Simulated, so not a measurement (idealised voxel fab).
You're looking at the process module voxel transistor to metal.
Displayed cross-section: cut, width of 275 nm, square cells sized 5 nm.
Think of the cross-section as a grid of square cells. We describe it in bands, top to bottom, and each band covers one or more rows of those cells. Within each band entry, the heights of the top and of the bottom of the band appear first, in that order and in nm; the materials of the band then follow from left to right, each with its corresponding width in nm. The designation "everywhere" on a single material indicates that it fills the band from edge to edge; the designation "empty" indicates empty space. Convention: height 0 is the level below which the wafer, as received, is all one material. The lowest band does not terminate at the bottom but continues downward, represented as "z 0 and below". Quick explanation for "30->40": the width changes in equal steps down the rows of cells, from the first number in the band's top row to the second number in its bottom row. Reading "no change" for a step: not a cell of the cross-section changed in it. In the "Closed-off voids" entry, you get each enclosed empty space of 8 cells or more, one with no open way to the top, written width x height at distance, distance from the left edge, in nm. On a step's line, text after the settings is the simulator commenting on that step. overlay nm: for a step with a mask, the amount by which the mask lay right of where it was planned; a negative amount means left of it. Note on reading: below, each pair holds a cross-section from before one process step and one from after it; the one from after shows only down to the lowest band that changed. Beneath the pair, the step in between is stated along with its settings. The pairs can stem from different runs of this module on the same starting wafer. Where a pair's entry headed "Snapshot before" says so, and only there, that pair continues from the pair above it.
-- Snapshot before
	z 0 and below = Si everywhere
	Closed-off voids: none
-- State After Step
	z 5 to 0 = SiO2 everywhere
	Heights below 0 show no change.
	Closed-off voids: none
So what happened between those two cross-sections up there? CONFORMAL_DEP: material SiO2, thk nm 5
Snapshot before: see preceding pair, after cross-section.
-- State After Step
	z 15 to 5 = SiN everywhere
	Heights below 5 show no change.
	Closed-off voids: none
So what happened between those two cross-sections up there? CONFORMAL_DEP: material SiN, thk nm 10
Snapshot before: see preceding pair, after cross-section.
-- State After Step
	z 35 to 15 = 20 empty; 105 resist; 20 empty; 105 resist; 25 empty
	Heights below 15 show no change.
	Closed-off voids: none
So what happened between those two cross-sections up there? PATTERN: tone cover, mask id ACTIVE, material resist, width nm 105, pitch nm 125, thk nm 20, overlay nm 0
Snapshot before: see preceding pair, after cross-section.
-- State After Step
	z 35 to 15 = 20 empty; 105 resist; 20 empty; 105 resist; 25 empty
	z 15 to 5 = 20 empty; 105 SiN; 20 empty; 105 SiN; 25 empty
	Heights below 5 show no change.
	Closed-off voids: none
So what happened between those two cross-sections up there? DIRECTIONAL_ETCH: etch materials SiN, depth nm 10
Snapshot before: see preceding pair, after cross-section.
-- State After Step
	z 35 to 15 = 20 empty; 105 resist; 20 empty; 105 resist; 25 empty
	z 15 to 5 = 20 empty; 105 SiN; 20 empty; 105 SiN; 25 empty
	z 5 to 0 = 20 empty; 105 SiO2; 20 empty; 105 SiO2; 25 empty
	Heights below 0 show no change.
	Closed-off voids: none
So what happened between those two cross-sections up there? DIRECTIONAL_ETCH: etch materials SiO2, depth nm 5
Snapshot before: see preceding pair, after cross-section.
-- State After Step
	z 35 to 15 = 20 empty; 105 resist; 20 empty; 105 resist; 25 empty
	z 15 to 5 = 20 empty; 105 SiN; 20 empty; 105 SiN; 25 empty
	z 5 to 0 = 20 empty; 105 SiO2; 20 empty; 105 SiO2; 25 empty
	z 0 to -30 = 20 empty; 105 Si; 20 empty; 105 Si; 25 empty
	Heights below -30 show no change.
	Closed-off voids: none
So what happened between those two cross-sections up there? DIRECTIONAL_ETCH: etch materials Si, depth nm 30
Snapshot before: see preceding pair, after cross-section.
-- State After Step
	z 15 to 5 = 20 empty; 105 SiN; 20 empty; 105 SiN; 25 empty
	Heights below 5 show no change.
	Closed-off voids: none
So what happened between those two cross-sections up there? STRIP: etch materials resist
Snapshot before: see preceding pair, after cross-section.
-- State After Step
	z 30 to 15 = SiO2 everywhere
	z 15 to 5 = 20 SiO2; 105 SiN; 20 SiO2; 105 SiN; 25 SiO2
	z 5 to 0 = SiO2 everywhere
	z 0 to -30 = 20 SiO2; 105 Si; 20 SiO2; 105 Si; 25 SiO2
	Heights below -30 show no change.
	Closed-off voids: none
So what happened between those two cross-sections up there? FILL_DEP: material SiO2, thk nm 15
Snapshot before: see preceding pair, after cross-section.
-- State After Step
	z 15 to 5 = 20 SiO2; 105 SiN; 20 SiO2; 105 SiN; 25 SiO2
	Heights below 5 show no change.
	Closed-off voids: none
So what happened between those two cross-sections up there? CMP: height nm 15
Snapshot before: see preceding pair, after cross-section.
-- State After Step
	z 15 to 10 = 20 empty; 105 SiN; 20 empty; 105 SiN; 25 empty
	Heights below 10 show no change.
	Closed-off voids: none
So what happened between those two cross-sections up there? SELECTIVE_ETCH: etch materials SiO2, depth nm 5
Snapshot before: see preceding pair, after cross-section.
-- State After Step
	z 10 to 5 = 20 SiO2; 105 empty; 20 SiO2; 105 empty; 25 SiO2
	Heights below 5 show no change.
	Closed-off voids: none
So what happened between those two cross-sections up there? STRIP: etch materials SiN
Snapshot before: see preceding pair, after cross-section.
-- State After Step
	z 5 to 0 = 15 SiO2; 115 empty; 10 SiO2; 115 empty; 20 SiO2
	Heights below 0 show no change.
	Closed-off voids: none
So what happened between those two cross-sections up there? SELECTIVE_ETCH: etch materials SiO2, depth nm 5
Snapshot before: see preceding pair, after cross-section.
-- State After Step
	z 5 to 0 = 15 SiO2; 115 empty; 10 SiO2; 115 empty; 20 SiO2
	z 0 to -5 = SiO2 everywhere
	Heights below -5 show no change.
	Closed-off voids: none
So what happened between those two cross-sections up there? OXIDIZE: depth nm 5
Snapshot before: see preceding pair, after cross-section.
-- State After Step
	z 25 to 20 = 15 polySi; 115 empty; 10 polySi; 115 empty; 20 polySi
	z 20 to 5 = polySi everywhere
	z 5 to 0 = 15 SiO2; 115 polySi; 10 SiO2; 115 polySi; 20 SiO2
	Heights below 0 show no change.
	Closed-off voids: none
So what happened between those two cross-sections up there? DIRECTIONAL_DEP: material polySi, thk nm 20
Snapshot before: see preceding pair, after cross-section.
-- State After Step
	z 35 to 30 = 15 SiCN; 115 empty; 10 SiCN; 115 empty; 20 SiCN
	z 30 to 25 = SiCN everywhere
	z 25 to 20 = 15 polySi; 115 SiCN; 10 polySi; 115 SiCN; 20 polySi
	Heights below 20 show no change.
	Closed-off voids: none
So what happened between those two cross-sections up there? DIRECTIONAL_DEP: material SiCN, thk nm 10
Snapshot before: see preceding pair, after cross-section.
-- State After Step
	z 55 to 35 = 60 empty; 25 resist; 100 empty; 25 resist; 65 empty
	z 35 to 30 = 15 SiCN; 45 empty; 25 resist; 45 empty; 10 SiCN; 45 empty; 25 resist; 45 empty; 20 SiCN
	Heights below 30 show no change.
	Closed-off voids: none
So what happened between those two cross-sections up there? PATTERN: tone cover, mask id GATE, material resist, width nm 25, pitch nm 125, thk nm 20, overlay nm 0
Snapshot before: see preceding pair, after cross-section.
-- State After Step
	z 55 to 30 = 60 empty; 25 resist; 100 empty; 25 resist; 65 empty
	z 30 to 25 = 60 empty; 25 SiCN; 100 empty; 25 SiCN; 65 empty
	z 25 to 20 = 15 polySi; 45 empty; 25 SiCN; 45 empty; 10 polySi; 45 empty; 25 SiCN; 45 empty; 20 polySi
	Heights below 20 show no change.
	Closed-off voids: none
So what happened between those two cross-sections up there? DIRECTIONAL_ETCH: etch materials SiCN, depth nm 20
Snapshot before: see preceding pair, after cross-section.
-- State After Step
	z 55 to 30 = 60 empty; 25 resist; 100 empty; 25 resist; 65 empty
	z 30 to 20 = 60 empty; 25 SiCN; 100 empty; 25 SiCN; 65 empty
	z 20 to 5 = 60 empty; 25 polySi; 100 empty; 25 polySi; 65 empty
	z 5 to 0 = 15 SiO2; 45 empty; 25 polySi; 45 empty; 10 SiO2; 45 empty; 25 polySi; 45 empty; 20 SiO2
	Heights below 0 show no change.
	Closed-off voids: none
So what happened between those two cross-sections up there? DIRECTIONAL_ETCH: etch materials polySi, depth nm 30
Snapshot before: see preceding pair, after cross-section.
-- State After Step
	z 30 to 20 = 60 empty; 25 SiCN; 100 empty; 25 SiCN; 65 empty
	Heights below 20 show no change.
	Closed-off voids: none
So what happened between those two cross-sections up there? STRIP: etch materials resist
Snapshot before: see preceding pair, after cross-section.
-- State After Step
	z 40 to 30 = 50 empty; 45 SiN; 80 empty; 45 SiN; 55 empty
	z 30 to 20 = 50 empty; 10 SiN; 25 SiCN; 10 SiN; 80 empty; 10 SiN; 25 SiCN; 10 SiN; 55 empty
	z 20 to 15 = 50 empty; 10 SiN; 25 polySi; 10 SiN; 80 empty; 10 SiN; 25 polySi; 10 SiN; 55 empty
	z 15 to 10 = 25 SiN; 25 empty; 10 SiN; 25 polySi; 10 SiN; 25 empty; 30 SiN; 25 empty; 10 SiN; 25 polySi; 10 SiN; 25 empty; 30 SiN
	z 10 to 5 = 60 SiN; 25 polySi; 100 SiN; 25 polySi; 65 SiN
	z 5 to 0 = 15 SiO2; 45 SiN; 25 polySi; 45 SiN; 10 SiO2; 45 SiN; 25 polySi; 45 SiN; 20 SiO2
	Heights below 0 show no change.
	Closed-off voids: none
So what happened between those two cross-sections up there? CONFORMAL_DEP: material SiN, thk nm 10
Snapshot before: see preceding pair, after cross-section.
-- State After Step
	z 30 to 20 = 50 empty; 10 SiN; 25 SiCN; 10 SiN; 80 empty; 10 SiN; 25 SiCN; 10 SiN; 55 empty
	z 20 to 5 = 50 empty; 10 SiN; 25 polySi; 10 SiN; 80 empty; 10 SiN; 25 polySi; 10 SiN; 55 empty
	z 5 to 0 = 15 SiO2; 10 SiN; 25 empty; 10 SiN; 25 polySi; 10 SiN; 25 empty; 10 SiN; 10 SiO2; 10 SiN; 25 empty; 10 SiN; 25 polySi; 10 SiN; 25 empty; 10 SiN; 20 SiO2
	Heights below 0 show no change.
	Closed-off voids: none
So what happened between those two cross-sections up there? DIRECTIONAL_ETCH: etch materials SiN, depth nm 10
Snapshot before: see preceding pair, after cross-section.
-- State After Step
	z 30 to 20 = 50 empty; 10 SiN; 25 SiCN; 10 SiN; 80 empty; 10 SiN; 25 SiCN; 10 SiN; 55 empty
	z 20 to 5 = 50 empty; 10 SiN; 25 polySi; 10 SiN; 80 empty; 10 SiN; 25 polySi; 10 SiN; 55 empty
	z 5 to 0 = 15 empty; 10 SiN; 25 empty; 10 SiN; 25 polySi; 10 SiN; 25 empty; 10 SiN; 10 empty; 10 SiN; 25 empty; 10 SiN; 25 polySi; 10 SiN; 25 empty; 10 SiN; 20 empty
	z 0 to -5 = 25 SiO2; 25 empty; 45 SiO2; 25 empty; 30 SiO2; 25 empty; 45 SiO2; 25 empty; 30 SiO2
	Heights below -5 show no change.
	Closed-off voids: none
So what happened between those two cross-sections up there? DIRECTIONAL_ETCH: etch materials SiO2, depth nm 5
Snapshot before: see preceding pair, after cross-section.
-- State After Step
	z 30 to 20 = 50 empty; 10 SiN; 25 SiCN; 10 SiN; 80 empty; 10 SiN; 25 SiCN; 10 SiN; 55 empty
	z 20 to 5 = 50 empty; 10 SiN; 25 polySi; 10 SiN; 80 empty; 10 SiN; 25 polySi; 10 SiN; 55 empty
	z 5 to 0 = 15 empty; 10 SiN; 25 empty; 10 SiN; 25 polySi; 10 SiN; 25 empty; 10 SiN; 10 empty; 10 SiN; 25 empty; 10 SiN; 25 polySi; 10 SiN; 25 empty; 10 SiN; 20 empty
	z 0 to -5 = 25 SiO2; 25 empty; 45 SiO2; 25 empty; 30 SiO2; 25 empty; 45 SiO2; 25 empty; 30 SiO2
	z -5 to -15 = 20 SiO2; 5 Si; 25 empty; 45 Si; 25 empty; 5 Si; 20 SiO2; 5 Si; 25 empty; 45 Si; 25 empty; 5 Si; 25 SiO2
	Heights below -15 show no change.
	Closed-off voids: none
So what happened between those two cross-sections up there? DIRECTIONAL_ETCH: etch materials Si, depth nm 10
Snapshot before: see preceding pair, after cross-section.
-- State After Step
	z 30 to 20 = 50 empty; 10 SiN; 25 SiCN; 10 SiN; 80 empty; 10 SiN; 25 SiCN; 10 SiN; 55 empty
	z 20 to 10 = 50 empty; 10 SiN; 25 polySi; 10 SiN; 80 empty; 10 SiN; 25 polySi; 10 SiN; 55 empty
	z 10 to 5 = 20 empty; 30 SiGe; 10 SiN; 25 polySi; 10 SiN; 30 SiGe; 20 empty; 30 SiGe; 10 SiN; 25 polySi; 10 SiN; 30 SiGe; 25 empty
	z 5 to 0 = 15 empty; 10 SiN; 25 SiGe; 10 SiN; 25 polySi; 10 SiN; 25 SiGe; 10 SiN; 10 empty; 10 SiN; 25 SiGe; 10 SiN; 25 polySi; 10 SiN; 25 SiGe; 10 SiN; 20 empty
	z 0 to -5 = 25 SiO2; 25 SiGe; 45 SiO2; 25 SiGe; 30 SiO2; 25 SiGe; 45 SiO2; 25 SiGe; 30 SiO2
	z -5 to -15 = 20 SiO2; 5 Si; 25 SiGe; 45 Si; 25 SiGe; 5 Si; 20 SiO2; 5 Si; 25 SiGe; 45 Si; 25 SiGe; 5 Si; 25 SiO2
	Heights below -15 show no change.
	Closed-off voids: none
So what happened between those two cross-sections up there? EPI: material SiGe, thk nm 15
Snapshot before: see preceding pair, after cross-section.
-- State After Step
	z 35 to 30 = SiO2 everywhere
	z 30 to 20 = 50 SiO2; 10 SiN; 25 SiCN; 10 SiN; 80 SiO2; 10 SiN; 25 SiCN; 10 SiN; 55 SiO2
	z 20 to 10 = 50 SiO2; 10 SiN; 25 polySi; 10 SiN; 80 SiO2; 10 SiN; 25 polySi; 10 SiN; 55 SiO2
	z 10 to 5 = 20 SiO2; 30 SiGe; 10 SiN; 25 polySi; 10 SiN; 30 SiGe; 20 SiO2; 30 SiGe; 10 SiN; 25 polySi; 10 SiN; 30 SiGe; 25 SiO2
	z 5 to 0 = 15 SiO2; 10 SiN; 25 SiGe; 10 SiN; 25 polySi; 10 SiN; 25 SiGe; 10 SiN; 10 SiO2; 10 SiN; 25 SiGe; 10 SiN; 25 polySi; 10 SiN; 25 SiGe; 10 SiN; 20 SiO2
	Heights below 0 show no change.
	Closed-off voids: none
So what happened between those two cross-sections up there? FILL_DEP: material SiO2, thk nm 5
Snapshot before: see preceding pair, after cross-section.
-- State After Step
	z 30 to 20 = 50 SiO2; 10 SiN; 25 SiCN; 10 SiN; 80 SiO2; 10 SiN; 25 SiCN; 10 SiN; 55 SiO2
	Heights below 20 show no change.
	Closed-off voids: none
So what happened between those two cross-sections up there? CMP: height nm 30
Snapshot before: see preceding pair, after cross-section.
-- State After Step
	z 45 to 30 = SiO2 everywhere
	Heights below 30 show no change.
	Closed-off voids: none
So what happened between those two cross-sections up there? DIRECTIONAL_DEP: material SiO2, thk nm 15
Snapshot before: see preceding pair, after cross-section.
-- State After Step
	z 55 to 45 = aC everywhere
	Heights below 45 show no change.
	Closed-off voids: none
So what happened between those two cross-sections up there? DIRECTIONAL_DEP: material aC, thk nm 10
Snapshot before: see preceding pair, after cross-section.
-- State After Step
	z 80 to 55 = 25 resist; 30 empty; 35 resist; 30 empty; 30 resist; 30 empty; 35 resist; 30 empty; 30 resist
	Heights below 55 show no change.
	Closed-off voids: none
So what happened between those two cross-sections up there? PATTERN: tone open, mask id CONTACT, material resist, width nm 30, thk nm 25, overlay nm 0
Snapshot before: see preceding pair, after cross-section.
-- State After Step
	z 70 to 55 = 25 resist; 30 empty; 35 resist; 30 empty; 30 resist; 30 empty; 35 resist; 30 empty; 30 resist
	z 55 to 45 = 25 aC; 30 empty; 35 aC; 30 empty; 30 aC; 30 empty; 35 aC; 30 empty; 30 aC
	Heights below 45 show no change.
	Closed-off voids: none
So what happened between those two cross-sections up there? DIRECTIONAL_ETCH: etch materials aC, depth nm 10
Snapshot before: see preceding pair, after cross-section.
-- State After Step
	z 55 to 45 = 25 aC; 30 empty; 35 aC; 30 empty; 30 aC; 30 empty; 35 aC; 30 empty; 30 aC
	Heights below 45 show no change.
	Closed-off voids: none
So what happened between those two cross-sections up there? STRIP: etch materials resist
Snapshot before: see preceding pair, after cross-section.
-- State After Step
	z 55 to 45 = 25 aC; 30 empty; 35 aC; 30 empty; 30 aC; 30 empty; 35 aC; 30 empty; 30 aC
	z 45 to 30 = 25 SiO2; 30 empty; 35 SiO2; 30 empty; 30 SiO2; 30 empty; 35 SiO2; 30 empty; 30 SiO2
	z 30 to 20 = 25 SiO2; 25 empty; 10 SiN; 25 SiCN; 10 SiN; 25 empty; 30 SiO2; 25 empty; 10 SiN; 25 SiCN; 10 SiN; 25 empty; 30 SiO2
	z 20 to 10 = 25 SiO2; 25 empty; 10 SiN; 25 polySi; 10 SiN; 25 empty; 30 SiO2; 25 empty; 10 SiN; 25 polySi; 10 SiN; 25 empty; 30 SiO2
	Heights below 10 show no change.
	Closed-off voids: none
So what happened between those two cross-sections up there? DIRECTIONAL_ETCH: etch materials SiO2, depth nm 35
Snapshot before: see preceding pair, after cross-section.
-- State After Step
	z 45 to 30 = 25 SiO2; 30 empty; 35 SiO2; 30 empty; 30 SiO2; 30 empty; 35 SiO2; 30 empty; 30 SiO2
	Heights below 30 show no change.
	Closed-off voids: none
So what happened between those two cross-sections up there? STRIP: etch materials aC
Snapshot before: see preceding pair, after cross-section.
-- State After Step
	z 50 to 45 = 30 TiN; 20 empty; 45 TiN; 20 empty; 40 TiN; 20 empty; 45 TiN; 20 empty; 35 TiN
	z 45 to 35 = 25 SiO2; 5 TiN; 20 empty; 5 TiN; 35 SiO2; 5 TiN; 20 empty; 5 TiN; 30 SiO2; 5 TiN; 20 empty; 5 TiN; 35 SiO2; 5 TiN; 20 empty; 5 TiN; 30 SiO2
	z 35 to 30 = 25 SiO2; 5 TiN; 15 empty; 10 TiN; 35 SiO2; 10 TiN; 15 empty; 5 TiN; 30 SiO2; 5 TiN; 15 empty; 10 TiN; 35 SiO2; 10 TiN; 15 empty; 5 TiN; 30 SiO2
	z 30 to 20 = 25 SiO2; 5 TiN; 15 empty; 5 TiN; 10 SiN; 25 SiCN; 10 SiN; 5 TiN; 15 empty; 5 TiN; 30 SiO2; 5 TiN; 15 empty; 5 TiN; 10 SiN; 25 SiCN; 10 SiN; 5 TiN; 15 empty; 5 TiN; 30 SiO2
	z 20 to 15 = 25 SiO2; 5 TiN; 15 empty; 5 TiN; 10 SiN; 25 polySi; 10 SiN; 5 TiN; 15 empty; 5 TiN; 30 SiO2; 5 TiN; 15 empty; 5 TiN; 10 SiN; 25 polySi; 10 SiN; 5 TiN; 15 empty; 5 TiN; 30 SiO2
	z 15 to 10 = 25 SiO2; 25 TiN; 10 SiN; 25 polySi; 10 SiN; 25 TiN; 30 SiO2; 25 TiN; 10 SiN; 25 polySi; 10 SiN; 25 TiN; 30 SiO2
	Heights below 10 show no change.
	Closed-off voids: none
So what happened between those two cross-sections up there? CONFORMAL_DEP: material TiN, thk nm 5
Snapshot before: see preceding pair, after cross-section.
-- State After Step
	z 55 to 50 = W everywhere
	z 50 to 45 = 30 TiN; 20 W; 45 TiN; 20 W; 40 TiN; 20 W; 45 TiN; 20 W; 35 TiN
	z 45 to 35 = 25 SiO2; 5 TiN; 20 W; 5 TiN; 35 SiO2; 5 TiN; 20 W; 5 TiN; 30 SiO2; 5 TiN; 20 W; 5 TiN; 35 SiO2; 5 TiN; 20 W; 5 TiN; 30 SiO2
	z 35 to 30 = 25 SiO2; 5 TiN; 15 W; 10 TiN; 35 SiO2; 10 TiN; 15 W; 5 TiN; 30 SiO2; 5 TiN; 15 W; 10 TiN; 35 SiO2; 10 TiN; 15 W; 5 TiN; 30 SiO2
	z 30 to 20 = 25 SiO2; 5 TiN; 15 W; 5 TiN; 10 SiN; 25 SiCN; 10 SiN; 5 TiN; 15 W; 5 TiN; 30 SiO2; 5 TiN; 15 W; 5 TiN; 10 SiN; 25 SiCN; 10 SiN; 5 TiN; 15 W; 5 TiN; 30 SiO2
	z 20 to 15 = 25 SiO2; 5 TiN; 15 W; 5 TiN; 10 SiN; 25 polySi; 10 SiN; 5 TiN; 15 W; 5 TiN; 30 SiO2; 5 TiN; 15 W; 5 TiN; 10 SiN; 25 polySi; 10 SiN; 5 TiN; 15 W; 5 TiN; 30 SiO2
	Heights below 15 show no change.
	Closed-off voids: none
So what happened between those two cross-sections up there? FILL_DEP: material W, thk nm 5
Snapshot before: see preceding pair, after cross-section.
-- State After Step
	z 45 to 35 = 25 SiO2; 5 TiN; 20 W; 5 TiN; 35 SiO2; 5 TiN; 20 W; 5 TiN; 30 SiO2; 5 TiN; 20 W; 5 TiN; 35 SiO2; 5 TiN; 20 W; 5 TiN; 30 SiO2
	Heights below 35 show no change.
	Closed-off voids: none
So what happened between those two cross-sections up there? CMP: height nm 45
Snapshot before: see preceding pair, after cross-section.
-- State After Step
	z 50 to 45 = SiCN everywhere
	Heights below 45 show no change.
	Closed-off voids: none
So what happened between those two cross-sections up there? CONFORMAL_DEP: material SiCN, thk nm 5
Snapshot before: see preceding pair, after cross-section.
-- State After Step
	z 65 to 50 = lowk everywhere
	Heights below 50 show no change.
	Closed-off voids: none
So what happened between those two cross-sections up there? DIRECTIONAL_DEP: material lowk, thk nm 15
Snapshot before: see preceding pair, after cross-section.
-- State After Step
	z 65 to 50 = 25 lowk; 20 empty; 55 lowk; 20 empty; 30 lowk; 20 empty; 55 lowk; 20 empty; 30 lowk
	Heights below 50 show no change.
	Closed-off voids: none
So what happened between those two cross-sections up there? MASKED_ETCH: tone open, mask id METAL_1, width nm 20, etch materials lowk, depth nm 15, overlay nm 0
Snapshot before: see preceding pair, after cross-section.
-- State After Step
	z 65 to 50 = 25 lowk; 20 empty; 55 lowk; 20 empty; 30 lowk; 20 empty; 55 lowk; 20 empty; 30 lowk
	z 50 to 45 = 25 SiCN; 20 empty; 55 SiCN; 20 empty; 30 SiCN; 20 empty; 55 SiCN; 20 empty; 30 SiCN
	Heights below 45 show no change.
	Closed-off voids: none
So what happened between those two cross-sections up there? MASKED_ETCH: tone open, mask id METAL_1, width nm 20, etch materials SiCN, depth nm 5, overlay nm 0
Snapshot before: see preceding pair, after cross-section.
-- State After Step
	z 70 to 65 = 30 TiN; 10 empty; 65 TiN; 10 empty; 40 TiN; 10 empty; 65 TiN; 10 empty; 35 TiN
	z 65 to 50 = 25 lowk; 5 TiN; 10 empty; 5 TiN; 55 lowk; 5 TiN; 10 empty; 5 TiN; 30 lowk; 5 TiN; 10 empty; 5 TiN; 55 lowk; 5 TiN; 10 empty; 5 TiN; 30 lowk
	z 50 to 45 = 25 SiCN; 20 TiN; 55 SiCN; 20 TiN; 30 SiCN; 20 TiN; 55 SiCN; 20 TiN; 30 SiCN
	Heights below 45 show no change.
	Closed-off voids: none
So what happened between those two cross-sections up there? CONFORMAL_DEP: material TiN, thk nm 5
Snapshot before: see preceding pair, after cross-section.
-- State After Step
	z 75 to 70 = Ru everywhere
	z 70 to 65 = 30 TiN; 10 Ru; 65 TiN; 10 Ru; 40 TiN; 10 Ru; 65 TiN; 10 Ru; 35 TiN
	z 65 to 50 = 25 lowk; 5 TiN; 10 Ru; 5 TiN; 55 lowk; 5 TiN; 10 Ru; 5 TiN; 30 lowk; 5 TiN; 10 Ru; 5 TiN; 55 lowk; 5 TiN; 10 Ru; 5 TiN; 30 lowk
	Heights below 50 show no change.
	Closed-off voids: none
So what happened between those two cross-sections up there? FILL_DEP: material Ru, thk nm 5
Snapshot before: see preceding pair, after cross-section.
-- State After Step
	z 65 to 50 = 25 lowk; 5 TiN; 10 Ru; 5 TiN; 55 lowk; 5 TiN; 10 Ru; 5 TiN; 30 lowk; 5 TiN; 10 Ru; 5 TiN; 55 lowk; 5 TiN; 10 Ru; 5 TiN; 30 lowk
	Heights below 50 show no change.
	Closed-off voids: none
So what happened between those two cross-sections up there? CMP: height nm 65
Snapshot before: see preceding pair, after cross-section.
-- State After Step
	z 70 to 65 = SiN everywhere
	Heights below 65 show no change.
	Closed-off voids: none
So what happened between those two cross-sections up there? CONFORMAL_DEP: material SiN, thk nm 5
-- Snapshot before
	z 30 to 15 = SiO2 everywhere
	z 15 to 5 = 20 SiO2; 105 SiN; 20 SiO2; 105 SiN; 25 SiO2
	z 5 to 0 = SiO2 everywhere
	z 0 to -30 = 20 SiO2; 105 Si; 20 SiO2; 105 Si; 25 SiO2
	z -30 and below = Si everywhere
	Closed-off voids: none
-- State After Step
	z 25 to 15 = SiO2 everywhere
	Heights below 15 show no change.
	Closed-off voids: none
So what happened between those two cross-sections up there? SELECTIVE_ETCH: etch materials SiO2, depth nm 5
Snapshot before: see preceding pair, after cross-section.
-- State After Step
	z 20 to 15 = SiO2 everywhere
	Heights below 15 show no change.
	Closed-off voids: none
So what happened between those two cross-sections up there? SELECTIVE_ETCH: etch materials SiO2, depth nm 5
Snapshot before: see preceding pair, after cross-section.
-- State After Step
	z 40 to 20 = polySi everywhere
	Heights below 20 show no change.
	Closed-off voids: none
So what happened between those two cross-sections up there? DIRECTIONAL_DEP: material polySi, thk nm 20
Snapshot before: see preceding pair, after cross-section.
-- State After Step
	z 50 to 40 = SiCN everywhere
	Heights below 40 show no change.
	Closed-off voids: none
So what happened between those two cross-sections up there? DIRECTIONAL_DEP: material SiCN, thk nm 10
Snapshot before: see preceding pair, after cross-section.
-- State After Step
	z 70 to 50 = 60 empty; 25 resist; 100 empty; 25 resist; 65 empty
	Heights below 50 show no change.
	Closed-off voids: none
So what happened between those two cross-sections up there? PATTERN: tone cover, mask id GATE, material resist, width nm 25, pitch nm 125, thk nm 20, overlay nm 0
Snapshot before: see preceding pair, after cross-section.
-- State After Step
	z 70 to 50 = 60 empty; 25 resist; 100 empty; 25 resist; 65 empty
	z 50 to 40 = 60 empty; 25 SiCN; 100 empty; 25 SiCN; 65 empty
	Heights below 40 show no change.
	Closed-off voids: none
So what happened between those two cross-sections up there? DIRECTIONAL_ETCH: etch materials SiCN, depth nm 20
Snapshot before: see preceding pair, after cross-section.
-- State After Step
	z 70 to 50 = 60 empty; 25 resist; 100 empty; 25 resist; 65 empty
	z 50 to 40 = 60 empty; 25 SiCN; 100 empty; 25 SiCN; 65 empty
	z 40 to 20 = 60 empty; 25 polySi; 100 empty; 25 polySi; 65 empty
	Heights below 20 show no change.
	Closed-off voids: none
So what happened between those two cross-sections up there? DIRECTIONAL_ETCH: etch materials polySi, depth nm 30
Snapshot before: see preceding pair, after cross-section.
-- State After Step
	z 50 to 40 = 60 empty; 25 SiCN; 100 empty; 25 SiCN; 65 empty
	Heights below 40 show no change.
	Closed-off voids: none
So what happened between those two cross-sections up there? STRIP: etch materials resist
Snapshot before: see preceding pair, after cross-section.
-- State After Step
	z 60 to 50 = 50 empty; 45 SiN; 80 empty; 45 SiN; 55 empty
	z 50 to 40 = 50 empty; 10 SiN; 25 SiCN; 10 SiN; 80 empty; 10 SiN; 25 SiCN; 10 SiN; 55 empty
	z 40 to 30 = 50 empty; 10 SiN; 25 polySi; 10 SiN; 80 empty; 10 SiN; 25 polySi; 10 SiN; 55 empty
	z 30 to 20 = 60 SiN; 25 polySi; 100 SiN; 25 polySi; 65 SiN
	Heights below 20 show no change.
	Closed-off voids: none
So what happened between those two cross-sections up there? CONFORMAL_DEP: material SiN, thk nm 10
Snapshot before: see preceding pair, after cross-section.
-- State After Step
	z 50 to 40 = 50 empty; 10 SiN; 25 SiCN; 10 SiN; 80 empty; 10 SiN; 25 SiCN; 10 SiN; 55 empty
	z 40 to 20 = 50 empty; 10 SiN; 25 polySi; 10 SiN; 80 empty; 10 SiN; 25 polySi; 10 SiN; 55 empty
	Heights below 20 show no change.
	Closed-off voids: none
So what happened between those two cross-sections up there? DIRECTIONAL_ETCH: etch materials SiN, depth nm 10
Snapshot before: see preceding pair, after cross-section.
-- State After Step
	z 50 to 40 = 50 empty; 10 SiN; 25 SiCN; 10 SiN; 80 empty; 10 SiN; 25 SiCN; 10 SiN; 55 empty
	z 40 to 20 = 50 empty; 10 SiN; 25 polySi; 10 SiN; 80 empty; 10 SiN; 25 polySi; 10 SiN; 55 empty
	z 20 to 15 = 50 empty; 45 SiO2; 80 empty; 45 SiO2; 55 empty
	Heights below 15 show no change.
	Closed-off voids: none
So what happened between those two cross-sections up there? DIRECTIONAL_ETCH: etch materials SiO2, depth nm 5
Snapshot before: see preceding pair, after cross-section.
-- State After Step
	z 55 to 50 = SiO2 everywhere
	z 50 to 40 = 50 SiO2; 10 SiN; 25 SiCN; 10 SiN; 80 SiO2; 10 SiN; 25 SiCN; 10 SiN; 55 SiO2
	z 40 to 20 = 50 SiO2; 10 SiN; 25 polySi; 10 SiN; 80 SiO2; 10 SiN; 25 polySi; 10 SiN; 55 SiO2
	z 20 to 15 = SiO2 everywhere
	Heights below 15 show no change.
	Closed-off voids: none
So what happened between those two cross-sections up there? FILL_DEP: material SiO2, thk nm 5
Snapshot before: see preceding pair, after cross-section.
-- State After Step
	z 30 to 20 = 50 SiO2; 10 SiN; 25 polySi; 10 SiN; 80 SiO2; 10 SiN; 25 polySi; 10 SiN; 55 SiO2
	Heights below 20 show no change.
	Closed-off voids: none
So what happened between those two cross-sections up there? CMP: height nm 30
Snapshot before: see preceding pair, after cross-section.
-- State After Step
	z 45 to 30 = SiO2 everywhere
	Heights below 30 show no change.
	Closed-off voids: none
So what happened between those two cross-sections up there? DIRECTIONAL_DEP: material SiO2, thk nm 15
Snapshot before: see preceding pair, after cross-section.
-- State After Step
	z 55 to 45 = aC everywhere
	Heights below 45 show no change.
	Closed-off voids: none
So what happened between those two cross-sections up there? DIRECTIONAL_DEP: material aC, thk nm 10
Snapshot before: see preceding pair, after cross-section.
-- State After Step
	z 80 to 55 = 25 resist; 30 empty; 35 resist; 30 empty; 30 resist; 30 empty; 35 resist; 30 empty; 30 resist
	Heights below 55 show no change.
	Closed-off voids: none
So what happened between those two cross-sections up there? PATTERN: tone open, mask id CONTACT, material resist, width nm 30, thk nm 25, overlay nm 0
Snapshot before: see preceding pair, after cross-section.
-- State After Step
	z 70 to 55 = 25 resist; 30 empty; 35 resist; 30 empty; 30 resist; 30 empty; 35 resist; 30 empty; 30 resist
	z 55 to 45 = 25 aC; 30 empty; 35 aC; 30 empty; 30 aC; 30 empty; 35 aC; 30 empty; 30 aC
	Heights below 45 show no change.
	Closed-off voids: none
So what happened between those two cross-sections up there? DIRECTIONAL_ETCH: etch materials aC, depth nm 10
Snapshot before: see preceding pair, after cross-section.
-- State After Step
	z 55 to 45 = 25 aC; 30 empty; 35 aC; 30 empty; 30 aC; 30 empty; 35 aC; 30 empty; 30 aC
	Heights below 45 show no change.
	Closed-off voids: none
So what happened between those two cross-sections up there? STRIP: etch materials resist
